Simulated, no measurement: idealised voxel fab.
Process module name: voxel ribs on slabs
It is cross-section cut that appears here, measuring 155 nm in width, its square cells being 5 nm in size.
Think of the cross-section as a grid of square cells. We describe it in bands, top to bottom, and each band covers one or more rows of those cells.
This entry defines a band. It first specifies the height of the band's top and the height of its bottom in nm, and then specifies the band's materials from left to right, stating each material with its width in nm. The word "full width" identifies a single material that fills the band from edge to edge, while the word "blank" identifies empty space.
A quick word on heights: they are counted from 0, and under that level the wafer as it came to us is one material throughout. The lowest band is different from the rest in having no bottom; it simply continues downward, written as in "from 0 down".
Top row gets the first number, bottom row gets the second, and each row in between changes by the same step: that is how a band width like "30..40" works.
Where a step carries "nothing changed", the cross-section came out of it unchanged, cell for cell.
Voids, fully enclosed: empty space of 8 cells or more with no open way to the top, each as width x height at its distance from the left edge, in nm
Past the settings on a step's line: simulator remark, on that step.
When a step includes a mask, the "overlay nm" setting on its line states how far to the right of its planned place that mask lay, and negative values state how far to the left.
Layout of what follows: cross-section pairs, each bracketing one process step, the after cross-section shown only to the lowest band that changed, the step between and its settings noted under each pair. Pairs may originate in different runs of this module on the same starting wafer; a pair continues from the pair above only where its entry headed "before" says so.
Before:
* from 0 down  Si full width
* Voids, fully enclosed: none
Structure After Step:
* from 30 to 0  SiO2 full width
* Whatever lies below 0 is exactly as it was before.
* Voids, fully enclosed: none
The two cross-sections above are separated by a single process step, namely DIRECTIONAL_DEP | material SiO2 | thk nm 30
before: no separate figure, the pair right above already shows it after its step.
Structure After Step:
* from 45 to 30  polySi full width
* Whatever lies below 30 is exactly as it was before.
* Voids, fully enclosed: none
The two cross-sections above are separated by a single process step, namely DIRECTIONAL_DEP | material polySi | thk nm 15
before: no separate figure, the pair right above already shows it after its step.
Structure After Step:
* from 45 to 40  blank: 65, polySi: 20, blank: 70
* Whatever lies below 40 is exactly as it was before.
* Voids, fully enclosed: none
The two cross-sections above are separated by a single process step, namely MASKED_ETCH | tone cover | mask id RIB | width nm 20 | etch materials polySi | depth nm 5 | overlay nm 0
before: no separate figure, the pair right above already shows it after its step.
Structure After Step:
* from 45 to 40  blank: 65, polySi: 20, blank: 70
* from 40 to 30  blank: 50, polySi: 50, blank: 55
* Whatever lies below 30 is exactly as it was before.
* Voids, fully enclosed: none
The two cross-sections above are separated by a single process step, namely MASKED_ETCH | tone cover | mask id SLAB | width nm 50 | etch materials polySi | depth nm 10 | overlay nm 0
before: no separate figure, the pair right above already shows it after its step.
Structure After Step:
* from 70 to 45  SiO2 full width
* from 45 to 40  SiO2: 65, polySi: 20, SiO2: 70
* from 40 to 30  SiO2: 50, polySi: 50, SiO2: 55
* Whatever lies below 30 is exactly as it was before.
* Voids, fully enclosed: none
The two cross-sections above are separated by a single process step, namely FILL_DEP | material SiO2 | thk nm 25
before: no separate figure, the pair right above already shows it after its step.
Structure After Step:
* from 60 to 45  SiO2 full width
* Whatever lies below 45 is exactly as it was before.
* Voids, fully enclosed: none
The two cross-sections above are separated by a single process step, namely CMP | height nm 60
before: no separate figure, the pair right above already shows it after its step.
Structure After Step:
* from 65 to 60  TiN full width
* Whatever lies below 60 is exactly as it was before.
* Voids, fully enclosed: none
The two cross-sections above are separated by a single process step, namely DIRECTIONAL_DEP | material TiN | thk nm 5
before: no separate figure, the pair right above already shows it after its step.
Structure After Step:
* from 85 to 65  blank: 60, resist: 30, blank: 65
* Whatever lies below 65 is exactly as it was before.
* Voids, fully enclosed: none
The two cross-sections above are separated by a single process step, namely PATTERN | tone cover | mask id HEATER | material resist | width nm 30 | thk nm 20 | overlay nm 0
before: no separate figure, the pair right above already shows it after its step.
Structure After Step:
* from 85 to 65  blank: 60, resist: 30, blank: 65
* from 65 to 60  blank: 60, TiN: 30, blank: 65
* Whatever lies below 60 is exactly as it was before.
* Voids, fully enclosed: none
The two cross-sections above are separated by a single process step, namely DIRECTIONAL_ETCH | etch materials TiN | depth nm 5
before: no separate figure, the pair right above already shows it after its step.
Structure After Step:
* from 65 to 60  blank: 60, TiN: 30, blank: 65
* Whatever lies below 60 is exactly as it was before.
* Voids, fully enclosed: none
The two cross-sections above are separated by a single process step, namely STRIP | etch materials resist
before: no separate figure, the pair right above already shows it after its step.
Structure After Step:
* from 75 to 70  blank: 50, SiO2: 50, blank: 55
* from 70 to 65  SiO2 full width
* from 65 to 60  SiO2: 60, TiN: 30, SiO2: 65
* Whatever lies below 60 is exactly as it was before.
* Voids, fully enclosed: none
The two cross-sections above are separated by a single process step, namely CONFORMAL_DEP | material SiO2 | thk nm 10
Before:
* from 45 to 30  polySi full width
* from 30 to 0  SiO2 full width
* from 0 down  Si full width
* Voids, fully enclosed: none
Structure After Step:
* from 60 to 30  polySi full width
* Whatever lies below 30 is exactly as it was before.
* Voids, fully enclosed: none
The two cross-sections above are separated by a single process step, namely DIRECTIONAL_DEP | material polySi | thk nm 15
before: no separate figure, the pair right above already shows it after its step.
Structure After Step:
* from 60 to 55  blank: 65, polySi: 20, blank: 70
* Whatever lies below 55 is exactly as it was before.
* Voids, fully enclosed: none
The two cross-sections above are separated by a single process step, namely MASKED_ETCH | tone cover | mask id RIB | width nm 20 | etch materials polySi | depth nm 5 | overlay nm 0
before: no separate figure, the pair right above already shows it after its step.
Structure After Step:
* from 60 to 55  blank: 65, polySi: 20, blank: 70
* from 55 to 45  blank: 50, polySi: 50, blank: 55
* Whatever lies below 45 is exactly as it was before.
* Voids, fully enclosed: none
The two cross-sections above are separated by a single process step, namely MASKED_ETCH | tone cover | mask id SLAB | width nm 50 | etch materials polySi | depth nm 10 | overlay nm 0
before: no separate figure, the pair right above already shows it after its step.
Structure After Step:
* from 85 to 60  SiO2 full width
* from 60 to 55  SiO2: 65, polySi: 20, SiO2: 70
* from 55 to 45  SiO2: 50, polySi: 50, SiO2: 55
* Whatever lies below 45 is exactly as it was before.
* Voids, fully enclosed: none
The two cross-sections above are separated by a single process step, namely FILL_DEP | material SiO2 | thk nm 25
before: no separate figure, the pair right above already shows it after its step.
Structure After Step:
* from 60 to 55  SiO2: 65, polySi: 20, SiO2: 70
* Whatever lies below 55 is exactly as it was before.
* Voids, fully enclosed: none
The two cross-sections above are separated by a single process step, namely CMP | height nm 60
before: no separate figure, the pair right above already shows it after its step.
Structure After Step:
* from 65 to 60  TiN full width
* Whatever lies below 60 is exactly as it was before.
* Voids, fully enclosed: none
The two cross-sections above are separated by a single process step, namely DIRECTIONAL_DEP | material TiN | thk nm 5
before: no separate figure, the pair right above already shows it after its step.
Structure After Step:
* from 85 to 65  blank: 60, resist: 30, blank: 65
* Whatever lies below 65 is exactly as it was before.
* Voids, fully enclosed: none
The two cross-sections above are separated by a single process step, namely PATTERN | tone cover | mask id HEATER | material resist | width nm 30 | thk nm 20 | overlay nm 0
before: no separate figure, the pair right above already shows it after its step.
Structure After Step:
* from 85 to 65  blank: 60, resist: 30, blank: 65
* from 65 to 60  blank: 60, TiN: 30, blank: 65
* Whatever lies below 60 is exactly as it was before.
* Voids, fully enclosed: none
The two cross-sections above are separated by a single process step, namely DIRECTIONAL_ETCH | etch materials TiN | depth nm 5
before: no separate figure, the pair right above already shows it after its step.
Structure After Step:
* from 65 to 60  blank: 60, TiN: 30, blank: 65
* Whatever lies below 60 is exactly as it was before.
* Voids, fully enclosed: none
The two cross-sections above are separated by a single process step, namely STRIP | etch materials resist
before: no separate figure, the pair right above already shows it after its step.
Structure After Step:
* from 75 to 70  blank: 50, SiO2: 50, blank: 55
* from 70 to 65  SiO2 full width
* from 65 to 60  SiO2: 60, TiN: 30, SiO2: 65
* Whatever lies below 60 is exactly as it was before.
* Voids, fully enclosed: none
The two cross-sections above are separated by a single process step, namely CONFORMAL_DEP | material SiO2 | thk nm 10
Before:
* from 0 down  Si full width
* Voids, fully enclosed: none
Structure After Step:
* from 15 to 0  polySi full width
* Whatever lies below 0 is exactly as it was before.
* Voids, fully enclosed: none
The two cross-sections above are separated by a single process step, namely DIRECTIONAL_DEP | material polySi | thk nm 15
before: no separate figure, the pair right above already shows it after its step.
Structure After Step:
* from 45 to 15  SiO2 full width
* Whatever lies below 15 is exactly as it was before.
* Voids, fully enclosed: none
The two cross-sections above are separated by a single process step, namely DIRECTIONAL_DEP | material SiO2 | thk nm 30
before: no separate figure, the pair right above already shows it after its step.
Structure After Step:
* from 70 to 15  SiO2 full width
* Whatever lies below 15 is exactly as it was before.
* Voids, fully enclosed: none
The two cross-sections above are separated by a single process step, namely FILL_DEP | material SiO2 | thk nm 25
before: no separate figure, the pair right above already shows it after its step.
Structure After Step:
* from 60 to 15  SiO2 full width
* Whatever lies below 15 is exactly as it was before.
* Voids, fully enclosed: none
The two cross-sections above are separated by a single process step, namely CMP | height nm 60
before: no separate figure, the pair right above already shows it after its step.
Structure After Step:
* from 65 to 60  TiN full width
* Whatever lies below 60 is exactly as it was before.
* Voids, fully enclosed: none
The two cross-sections above are separated by a single process step, namely DIRECTIONAL_DEP | material TiN | thk nm 5
before: no separate figure, the pair right above already shows it after its step.
Structure After Step:
* from 85 to 65  blank: 60, resist: 30, blank: 65
* Whatever lies below 65 is exactly as it was before.
* Voids, fully enclosed: none
The two cross-sections above are separated by a single process step, namely PATTERN | tone cover | mask id HEATER | material resist | width nm 30 | thk nm 20 | overlay nm 0
before: no separate figure, the pair right above already shows it after its step.
Structure After Step:
* from 85 to 65  blank: 60, resist: 30, blank: 65
* from 65 to 60  blank: 60, TiN: 30, blank: 65
* Whatever lies below 60 is exactly as it was before.
* Voids, fully enclosed: none
The two cross-sections above are separated by a single process step, namely DIRECTIONAL_ETCH | etch materials TiN | depth nm 5
before: no separate figure, the pair right above already shows it after its step.
Structure After Step:
* from 65 to 60  blank: 60, TiN: 30, blank: 65
* Whatever lies below 60 is exactly as it was before.
* Voids, fully enclosed: none
The two cross-sections above are separated by a single process step, namely STRIP | etch materials resist
before: no separate figure, the pair right above already shows it after its step.
Structure After Step:
* from 75 to 70  blank: 50, SiO2: 50, blank: 55
* from 70 to 65  SiO2 full width
* from 65 to 60  SiO2: 60, TiN: 30, SiO2: 65
* Whatever lies below 60 is exactly as it was before.
* Voids, fully enclosed: none
The two cross-sections above are separated by a single process step, namely CONFORMAL_DEP | material SiO2 | thk nm 10
Before:
* from 30 to 0  SiO2 full width
* from 0 down  Si full width
* Voids, fully enclosed: none
Structure After Step:
* from 40 to 30  polySi full width
* Whatever lies below 30 is exactly as it was before.
* Voids, fully enclosed: none
The two cross-sections above are separated by a single process step, namely DIRECTIONAL_DEP | material polySi | thk nm 10
before: no separate figure, the pair right above already shows it after its step.
Structure After Step:
* from 40 to 35  blank: 65, polySi: 20, blank: 70
* Whatever lies below 35 is exactly as it was before.
* Voids, fully enclosed: none
The two cross-sections above are separated by a single process step, namely MASKED_ETCH | tone cover | mask id RIB | width nm 20 | etch materials polySi | depth nm 5 | overlay nm 0
before: no separate figure, the pair right above already shows it after its step.
Structure After Step:
* from 40 to 30  blank: 65..50, polySi: 20..50, blank: 70..55
* Whatever lies below 30 is exactly as it was before.
* Voids, fully enclosed: none
The two cross-sections above are separated by a single process step, namely MASKED_ETCH | tone cover | mask id SLAB | width nm 50 | etch materials polySi | depth nm 10 | overlay nm 0
before: no separate figure, the pair right above already shows it after its step.
Structure After Step:
* from 65 to 40  SiO2 full width
* from 40 to 30  SiO2: 65..50, polySi: 20..50, SiO2: 70..55
* Whatever lies below 30 is exactly as it was before.
* Voids, fully enclosed: none
The two cross-sections above are separated by a single process step, namely FILL_DEP | material SiO2 | thk nm 25
before: no separate figure, the pair right above already shows it after its step.
Structure After Step:
* from 60 to 40  SiO2 full width
* Whatever lies below 40 is exactly as it was before.
* Voids, fully enclosed: none
The two cross-sections above are separated by a single process step, namely CMP | height nm 60
before: no separate figure, the pair right above already shows it after its step.
Structure After Step:
* from 65 to 60  TiN full width
* Whatever lies below 60 is exactly as it was before.
* Voids, fully enclosed: none
The two cross-sections above are separated by a single process step, namely DIRECTIONAL_DEP | material TiN | thk nm 5
before: no separate figure, the pair right above already shows it after its step.
Structure After Step:
* from 85 to 65  blank: 60, resist: 30, blank: 65
* Whatever lies below 65 is exactly as it was before.
* Voids, fully enclosed: none
The two cross-sections above are separated by a single process step, namely PATTERN | tone cover | mask id HEATER | material resist | width nm 30 | thk nm 20 | overlay nm 0
before: no separate figure, the pair right above already shows it after its step.
Structure After Step:
* from 85 to 65  blank: 60, resist: 30, blank: 65
* from 65 to 60  blank: 60, TiN: 30, blank: 65
* Whatever lies below 60 is exactly as it was before.
* Voids, fully enclosed: none
The two cross-sections above are separated by a single process step, namely DIRECTIONAL_ETCH | etch materials TiN | depth nm 5
before: no separate figure, the pair right above already shows it after its step.
Structure After Step:
* from 65 to 60  blank: 60, TiN: 30, blank: 65
* Whatever lies below 60 is exactly as it was before.
* Voids, fully enclosed: none
The two cross-sections above are separated by a single process step, namely STRIP | etch materials resist
before: no separate figure, the pair right above already shows it after its step.
Structure After Step:
* from 75 to 70  blank: 50, SiO2: 50, blank: 55
* from 70 to 65  SiO2 full width
* from 65 to 60  SiO2: 60, TiN: 30, SiO2: 65
* Whatever lies below 60 is exactly as it was before.
* Voids, fully enclosed: none
The two cross-sections above are separated by a single process step, namely CONFORMAL_DEP | material SiO2 | thk nm 10
Before:
* from 45 to 30  polySi full width
* from 30 to 0  SiO2 full width
* from 0 down  Si full width
* Voids, fully enclosed: none
Structure After Step:
* from 45 to 40  blank: 65, polySi: 25, blank: 65
* Whatever lies below 40 is exactly as it was before.
* Voids, fully enclosed: none
The two cross-sections above are separated by a single process step, namely MASKED_ETCH | tone cover | mask id RIB | width nm 25 | etch materials polySi | depth nm 5 | overlay nm 0
before: no separate figure, the pair right above already shows it after its step.
Structure After Step:
* from 45 to 40  blank: 65, polySi: 25, blank: 65
* from 40 to 30  blank: 50, polySi: 50, blank: 55
* Whatever lies below 30 is exactly as it was before.
* Voids, fully enclosed: none
The two cross-sections above are separated by a single process step, namely MASKED_ETCH | tone cover | mask id SLAB | width nm 50 | etch materials polySi | depth nm 10 | overlay nm 0
before: no separate figure, the pair right above already shows it after its step.
Structure After Step:
* from 70 to 45  SiO2 full width
* from 45 to 40  SiO2: 65, polySi: 25, SiO2: 65
* from 40 to 30  SiO2: 50, polySi: 50, SiO2: 55
* Whatever lies below 30 is exactly as it was before.
* Voids, fully enclosed: none
The two cross-sections above are separated by a single process step, namely FILL_DEP | material SiO2 | thk nm 25
before: no separate figure, the pair right above already shows it after its step.
Structure After Step:
* from 60 to 45  SiO2 full width
* Whatever lies below 45 is exactly as it was before.
* Voids, fully enclosed: none
The two cross-sections above are separated by a single process step, namely CMP | height nm 60
before: no separate figure, the pair right above already shows it after its step.
Structure After Step:
* from 65 to 60  TiN full width
* Whatever lies below 60 is exactly as it was before.
* Voids, fully enclosed: none
The two cross-sections above are separated by a single process step, namely DIRECTIONAL_DEP | material TiN | thk nm 5
before: no separate figure, the pair right above already shows it after its step.
Structure After Step:
* from 85 to 65  blank: 60, resist: 30, blank: 65
* Whatever lies below 65 is exactly as it was before.
* Voids, fully enclosed: none
The two cross-sections above are separated by a single process step, namely PATTERN | tone cover | mask id HEATER | material resist | width nm 30 | thk nm 20 | overlay nm 0
before: no separate figure, the pair right above already shows it after its step.
Structure After Step:
* from 85 to 65  blank: 60, resist: 30, blank: 65
* from 65 to 60  blank: 60, TiN: 30, blank: 65
* Whatever lies below 60 is exactly as it was before.
* Voids, fully enclosed: none
The two cross-sections above are separated by a single process step, namely DIRECTIONAL_ETCH | etch materials TiN | depth nm 5
before: no separate figure, the pair right above already shows it after its step.
Structure After Step:
* from 65 to 60  blank: 60, TiN: 30, blank: 65
* Whatever lies below 60 is exactly as it was before.
* Voids, fully enclosed: none
The two cross-sections above are separated by a single process step, namely STRIP | etch materials resist
before: no separate figure, the pair right above already shows it after its step.
Structure After Step:
* from 75 to 70  blank: 50, SiO2: 50, blank: 55
* from 70 to 65  SiO2 full width
* from 65 to 60  SiO2: 60, TiN: 30, SiO2: 65
* Whatever lies below 60 is exactly as it was before.
* Voids, fully enclosed: none
The two cross-sections above are separated by a single process step, namely CONFORMAL_DEP | material SiO2 | thk nm 10
Before:
* from 65 to 60  TiN full width
* from 60 to 45  SiO2 full width
* from 45 to 40  SiO2: 65, polySi: 20, SiO2: 70
* from 40 to 30  SiO2: 50, polySi: 50, SiO2: 55
* from 30 to 0  SiO2 full width
* from 0 down  Si full width
* Voids, fully enclosed: none
Structure After Step:
* from 85 to 65  blank: 65, resist: 30, blank: 60
* Whatever lies below 65 is exactly as it was before.
* Voids, fully enclosed: none
The two cross-sections above are separated by a single process step, namely PATTERN | tone cover | mask id HEATER | material resist | width nm 30 | thk nm 20 | overlay nm 5
before: no separate figure, the pair right above already shows it after its step.
Structure After Step:
* from 85 to 65  blank: 65, resist: 30, blank: 60
* from 65 to 60  blank: 65, TiN: 30, blank: 60
* Whatever lies below 60 is exactly as it was before.
* Voids, fully enclosed: none
The two cross-sections above are separated by a single process step, namely DIRECTIONAL_ETCH | etch materials TiN | depth nm 5
before: no separate figure, the pair right above already shows it after its step.
Structure After Step:
* from 65 to 60  blank: 65, TiN: 30, blank: 60
* Whatever lies below 60 is exactly as it was before.
* Voids, fully enclosed: none
The two cross-sections above are separated by a single process step, namely STRIP | etch materials resist
before: no separate figure, the pair right above already shows it after its step.
Structure After Step:
* from 75 to 70  blank: 55, SiO2: 50, blank: 50
* from 70 to 65  SiO2 full width
* from 65 to 60  SiO2: 65, TiN: 30, SiO2: 60
* Whatever lies below 60 is exactly as it was before.
* Voids, fully enclosed: none
The two cross-sections above are separated by a single process step, namely CONFORMAL_DEP | material SiO2 | thk nm 10
Before:
* from 0 down  Si full width
* Voids, fully enclosed: none
Structure After Step:
* from 30 to 0  TiN full width
* Whatever lies below 0 is exactly as it was before.
* Voids, fully enclosed: none
The two cross-sections above are separated by a single process step, namely DIRECTIONAL_DEP | material TiN | thk nm 30
before: no separate figure, the pair right above already shows it after its step.
Structure After Step:
* from 45 to 30  polySi full width
* Whatever lies below 30 is exactly as it was before.
* Voids, fully enclosed: none
The two cross-sections above are separated by a single process step, namely DIRECTIONAL_DEP | material polySi | thk nm 15
before: no separate figure, the pair right above already shows it after its step.
Structure After Step:
* from 45 to 40  blank: 65, polySi: 20, blank: 70
* Whatever lies below 40 is exactly as it was before.
* Voids, fully enclosed: none
The two cross-sections above are separated by a single process step, namely MASKED_ETCH | tone cover | mask id RIB | width nm 20 | etch materials polySi | depth nm 5 | overlay nm 0
before: no separate figure, the pair right above already shows it after its step.
Structure After Step:
* from 45 to 40  blank: 65, polySi: 20, blank: 70
* from 40 to 30  blank: 50, polySi: 50, blank: 55
* Whatever lies below 30 is exactly as it was before.
* Voids, fully enclosed: none
The two cross-sections above are separated by a single process step, namely MASKED_ETCH | tone cover | mask id SLAB | width nm 50 | etch materials polySi | depth nm 10 | overlay nm 0
before: no separate figure, the pair right above already shows it after its step.
Structure After Step:
* from 70 to 45  SiO2 full width
* from 45 to 40  SiO2: 65, polySi: 20, SiO2: 70
* from 40 to 30  SiO2: 50, polySi: 50, SiO2: 55
* Whatever lies below 30 is exactly as it was before.
* Voids, fully enclosed: none
The two cross-sections above are separated by a single process step, namely FILL_DEP | material SiO2 | thk nm 25
before: no separate figure, the pair right above already shows it after its step.
Structure After Step:
* from 60 to 45  SiO2 full width
* Whatever lies below 45 is exactly as it was before.
* Voids, fully enclosed: none
The two cross-sections above are separated by a single process step, namely CMP | height nm 60
before: no separate figure, the pair right above already shows it after its step.
Structure After Step:
* from 65 to 60  TiN full width
* Whatever lies below 60 is exactly as it was before.
* Voids, fully enclosed: none
The two cross-sections above are separated by a single process step, namely DIRECTIONAL_DEP | material TiN | thk nm 5
before: no separate figure, the pair right above already shows it after its step.
Structure After Step:
* from 85 to 65  blank: 60, resist: 30, blank: 65
* Whatever lies below 65 is exactly as it was before.
* Voids, fully enclosed: none
The two cross-sections above are separated by a single process step, namely PATTERN | tone cover | mask id HEATER | material resist | width nm 30 | thk nm 20 | overlay nm 0
before: no separate figure, the pair right above already shows it after its step.
Structure After Step:
* from 85 to 65  blank: 60, resist: 30, blank: 65
* from 65 to 60  blank: 60, TiN: 30, blank: 65
* Whatever lies below 60 is exactly as it was before.
* Voids, fully enclosed: none
The two cross-sections above are separated by a single process step, namely DIRECTIONAL_ETCH | etch materials TiN | depth nm 5
before: no separate figure, the pair right above already shows it after its step.
Structure After Step:
* from 65 to 60  blank: 60, TiN: 30, blank: 65
* Whatever lies below 60 is exactly as it was before.
* Voids, fully enclosed: none
The two cross-sections above are separated by a single process step, namely STRIP | etch materials resist
before: no separate figure, the pair right above already shows it after its step.
Structure After Step:
* from 75 to 70  blank: 50, SiO2: 50, blank: 55
* from 70 to 65  SiO2 full width
* from 65 to 60  SiO2: 60, TiN: 30, SiO2: 65
* Whatever lies below 60 is exactly as it was before.
* Voids, fully enclosed: none
The two cross-sections above are separated by a single process step, namely CONFORMAL_DEP | material SiO2 | thk nm 10
Before:
* from 65 to 60  TiN full width
* from 60 to 45  SiO2 full width
* from 45 to 40  SiO2: 65, polySi: 20, SiO2: 70
* from 40 to 30  SiO2: 50, polySi: 50, SiO2: 55
* from 30 to 0  SiO2 full width
* from 0 down  Si full width
* Voids, fully enclosed: none
Structure After Step:
* from 85 to 65  resist: 60, blank: 30, resist: 65
* Whatever lies below 65 is exactly as it was before.
* Voids, fully enclosed: none
The two cross-sections above are separated by a single process step, namely PATTERN | tone open | mask id HEATER | material resist | width nm 30 | thk nm 20 | overlay nm 0
before: no separate figure, the pair right above already shows it after its step.
Structure After Step:
* from 85 to 65  resist: 60, blank: 30, resist: 65
* from 65 to 60  TiN: 60, blank: 30, TiN: 65
* Whatever lies below 60 is exactly as it was before.
* Voids, fully enclosed: none
The two cross-sections above are separated by a single process step, namely DIRECTIONAL_ETCH | etch materials TiN | depth nm 5
before: no separate figure, the pair right above already shows it after its step.
Structure After Step:
* from 65 to 60  TiN: 60, blank: 30, TiN: 65
* Whatever lies below 60 is exactly as it was before.
* Voids, fully enclosed: none
The two cross-sections above are separated by a single process step, namely STRIP | etch materials resist
before: no separate figure, the pair right above already shows it after its step.
Structure After Step:
* from 75 to 70  SiO2: 70, blank: 10, SiO2: 75
* from 70 to 65  SiO2 full width
* from 65 to 60  TiN: 60, SiO2: 30, TiN: 65
* Whatever lies below 60 is exactly as it was before.
* Voids, fully enclosed: none
The two cross-sections above are separated by a single process step, namely CONFORMAL_DEP | material SiO2 | thk nm 10
